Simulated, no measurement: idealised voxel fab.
process module | voxel transistor to metal
Section shown: cut. Width: 155 nm. Cell size: 5 nm, square.
When this document writes out a cross-section, it uses a grid of square cells and lists it as bands, beginning at the top and moving down, with a band standing for one or more rows of cells.
Top height, bottom height, nm. Materials left to right, width each, nm. Single material + "full width" = fills band edge to edge. "empty" = empty.
Heights are expressed relative to 0, this being the level below which the as-received wafer comprises one material exclusively. The lowest band is unbounded in the downward direction and is denoted as in "0 -> down".
Read "30..40" as a graded width: first number on top, second number at the bottom, same change between each pair of neighbouring rows.
Given "left unchanged" for a step, no cell of the cross-section differs between before and after that step.
Empty spaces counting at least 8 cells and having no open way to the top are listed in "Catalogued sealed voids". The notation width x height at distance is used for each, the distance being from the left edge and all three values in nm.
The remark found on a step's line after its settings is issued by the simulator itself and pertains to that step.
overlay nm: for a step with a mask, the amount by which the mask lay right of where it was planned; a negative amount means left of it.
Steps planned for the process:
1) RECEIVE: material Si
2) OXIDIZE: depth nm 5
3) CONFORMAL_DEP: material SiN, thk nm 15
4) MASKED_ETCH: tone cover, mask id ACTIVE, width nm 105, etch materials SiN, depth nm 15, overlay nm 0
5) MASKED_ETCH: tone cover, mask id ACTIVE, width nm 105, etch materials SiO2, depth nm 5, overlay nm 0
6) MASKED_ETCH: tone cover, mask id ACTIVE, width nm 105, etch materials Si, depth nm 35, overlay nm 0
7) OXIDIZE: depth nm 5
8) FILL_DEP: material SiO2, thk nm 10
9) CMP: height nm 15
10) SELECTIVE_ETCH: etch materials SiO2, depth nm 10
11) STRIP: etch materials SiN
12) SELECTIVE_ETCH: etch materials SiO2, depth nm 5
13) OXIDIZE: depth nm 5
14) DIRECTIONAL_DEP: material polySi, thk nm 25
15) DIRECTIONAL_DEP: material SiCN, thk nm 15
16) DIRECTIONAL_DEP: material aC, thk nm 10
17) PATTERN: tone cover, mask id GATE, material resist, width nm 15, thk nm 25, overlay nm 0
18) DIRECTIONAL_ETCH: etch materials aC, depth nm 10
19) STRIP: etch materials resist
20) DIRECTIONAL_ETCH: etch materials SiCN, depth nm 25
21) DIRECTIONAL_ETCH: etch materials polySi, depth nm 35
22) STRIP: etch materials aC
23) CONFORMAL_DEP: material SiO2, thk nm 5
24) DIRECTIONAL_ETCH: etch materials SiO2, depth nm 5
25) CONFORMAL_DEP: material SiN, thk nm 10
26) DIRECTIONAL_ETCH: etch materials SiN, depth nm 10
27) DIRECTIONAL_ETCH: etch materials SiO2, depth nm 5
28) DIRECTIONAL_ETCH: etch materials Si, depth nm 5
29) EPI: material pSi, thk nm 10
30) FILL_DEP: material SiO2, thk nm 5
31) CMP: height nm 35
32) DIRECTIONAL_DEP: material SiO2, thk nm 15
33) PATTERN: tone open, mask id CONTACT, material resist, width nm 20, pitch nm 65, thk nm 20, overlay nm -15
34) DIRECTIONAL_ETCH: etch materials SiO2, depth nm 50
35) STRIP: etch materials resist
36) CONFORMAL_DEP: material TiN, thk nm 5
37) FILL_DEP: material W, thk nm 5
38) CMP: height nm 50
39) CONFORMAL_DEP: material SiCN, thk nm 5
40) DIRECTIONAL_DEP: material SiO2, thk nm 25
41) PATTERN: tone open, mask id METAL_1, material resist, width nm 20, pitch nm 65, thk nm 15, overlay nm 0
42) DIRECTIONAL_ETCH: etch materials SiO2, depth nm 25
43) DIRECTIONAL_ETCH: etch materials SiCN, depth nm 5
44) STRIP: etch materials resist
45) CONFORMAL_DEP: material TiN, thk nm 5
46) FILL_DEP: material W, thk nm 5
47) CMP: height nm 80
48) EPI: material Ru, thk nm 5
49) FILL_DEP: material SiCN, thk nm 5
Heads up: all these wafers start the same, and what changes between them is the overlay nm in step 33. The value you see in the plan is just what the first wafer got.
First wafer as received, after step 1:
> 0 -> down  Si full width
> Catalogued sealed voids: none
Here is the cross-section of the first of several wafers at the end of the module, after its last step, step 49:
> 90 -> 85  SiCN full width
> 85 -> 80  SiCN: 30; Ru: 30; SiCN: 35; Ru: 30; SiCN: 30
> 80 -> 55  SiO2: 35; TiN: 5; W: 10; TiN: 5; SiO2: 45; TiN: 5; W: 10; TiN: 5; SiO2: 35
> 55 -> 50  SiCN: 35; TiN: 20; SiCN: 45; TiN: 20; SiCN: 35
> 50 -> 40  SiO2: 20; TiN: 5; W: 10; TiN: 5; SiO2: 45; TiN: 5; W: 10; TiN: 5; SiO2: 50
> 40 -> 35  SiO2: 20; TiN: 5; W: 10; TiN: 5; SiO2: 45; TiN: 20; SiO2: 50
> 35 -> 20  SiO2: 20; TiN: 5; W: 10; TiN: 5; SiO2: 15; SiN: 10; SiO2: 5; SiCN: 15; TiN: 5; SiN: 10; TiN: 5; SiO2: 50
> 20 -> 5  SiO2: 20; TiN: 5; W: 10; TiN: 5; SiO2: 15; SiN: 10; SiO2: 5; polySi: 15; TiN: 5; SiN: 10; TiN: 5; SiO2: 50
> 5 -> 0  SiO2: 20; TiN: 20; SiO2: 15; SiN: 10; SiO2: 5; polySi: 15; TiN: 5; SiN: 10; TiN: 5; SiO2: 50
> 0 -> -5  SiO2: 25; SiN: 10; pSi: 20; SiN: 10; SiO2: 5; polySi: 15; SiO2: 5; SiN: 10; pSi: 20; SiN: 10; SiO2: 25
> -5 -> -10  SiO2: 35; pSi: 20; SiO2: 45; pSi: 20; SiO2: 35
> -10 -> -15  SiO2: 30; Si: 5; pSi: 20; Si: 45; pSi: 20; Si: 5; SiO2: 30
> -15 -> -45  SiO2: 30; Si: 95; SiO2: 30
> -45 -> down  Si full width
> Catalogued sealed voids: none
Cross-sectional depiction of the last of several wafers upon completion of the module:
> 90 -> 85  SiCN full width
> 85 -> 80  SiCN: 30; Ru: 30; SiCN: 35; Ru: 30; SiCN: 30
> 80 -> 55  SiO2: 35; TiN: 5; W: 10; TiN: 5; SiO2: 45; TiN: 5; W: 10; TiN: 5; SiO2: 35
> 55 -> 50  SiCN: 35; TiN: 20; SiCN: 45; TiN: 20; SiCN: 35
> 50 -> 40  SiO2: 50; TiN: 5; W: 10; TiN: 5; SiO2: 45; TiN: 5; W: 10; TiN: 5; SiO2: 20
> 40 -> 35  SiO2: 50; TiN: 20; SiO2: 45; TiN: 5; W: 10; TiN: 5; SiO2: 20
> 35 -> 20  SiO2: 50; TiN: 5; SiN: 10; TiN: 5; SiCN: 15; SiO2: 5; SiN: 10; SiO2: 15; TiN: 5; W: 10; TiN: 5; SiO2: 20
> 20 -> 5  SiO2: 50; TiN: 5; SiN: 10; TiN: 5; polySi: 15; SiO2: 5; SiN: 10; SiO2: 15; TiN: 5; W: 10; TiN: 5; SiO2: 20
> 5 -> 0  SiO2: 50; TiN: 5; SiN: 10; TiN: 5; polySi: 15; SiO2: 5; SiN: 10; SiO2: 15; TiN: 20; SiO2: 20
> 0 -> -5  SiO2: 25; SiN: 10; pSi: 20; SiN: 10; SiO2: 5; polySi: 15; SiO2: 5; SiN: 10; pSi: 20; SiN: 10; SiO2: 25
> -5 -> -10  SiO2: 35; pSi: 20; SiO2: 45; pSi: 20; SiO2: 35
> -10 -> -15  SiO2: 30; Si: 5; pSi: 20; Si: 45; pSi: 20; Si: 5; SiO2: 30
> -15 -> -45  SiO2: 30; Si: 95; SiO2: 30
> -45 -> down  Si full width
> Catalogued sealed voids: none
Wafer rows; end of module; cells per material since receipt: (+) gained, (-) lost; then closed voids:
overlay nm -15 | +12 Ru | -154 Si | +82 SiCN | +36 SiN | +429 SiO2 | +72 TiN | +42 W | +24 pSi | +15 polySi | Catalogued sealed voids: none
overlay nm -10 | +12 Ru | -154 Si | +82 SiCN | +36 SiN | +429 SiO2 | +72 TiN | +42 W | +24 pSi | +15 polySi | Catalogued sealed voids: none
overlay nm -5 | +12 Ru | -154 Si | +82 SiCN | +36 SiN | +422 SiO2 | +72 TiN | +49 W | +24 pSi | +15 polySi | Catalogued sealed voids: none
overlay nm 0 | +12 Ru | -154 Si | +82 SiCN | +36 SiN | +415 SiO2 | +72 TiN | +56 W | +24 pSi | +15 polySi | Catalogued sealed voids: none
overlay nm 5 | +12 Ru | -154 Si | +82 SiCN | +36 SiN | +422 SiO2 | +72 TiN | +49 W | +24 pSi | +15 polySi | Catalogued sealed voids: none
overlay nm 10 | +12 Ru | -154 Si | +82 SiCN | +36 SiN | +429 SiO2 | +72 TiN | +42 W | +24 pSi | +15 polySi | Catalogued sealed voids: none
overlay nm 15 | +12 Ru | -154 Si | +82 SiCN | +36 SiN | +429 SiO2 | +72 TiN | +42 W | +24 pSi | +15 polySi | Catalogued sealed voids: none
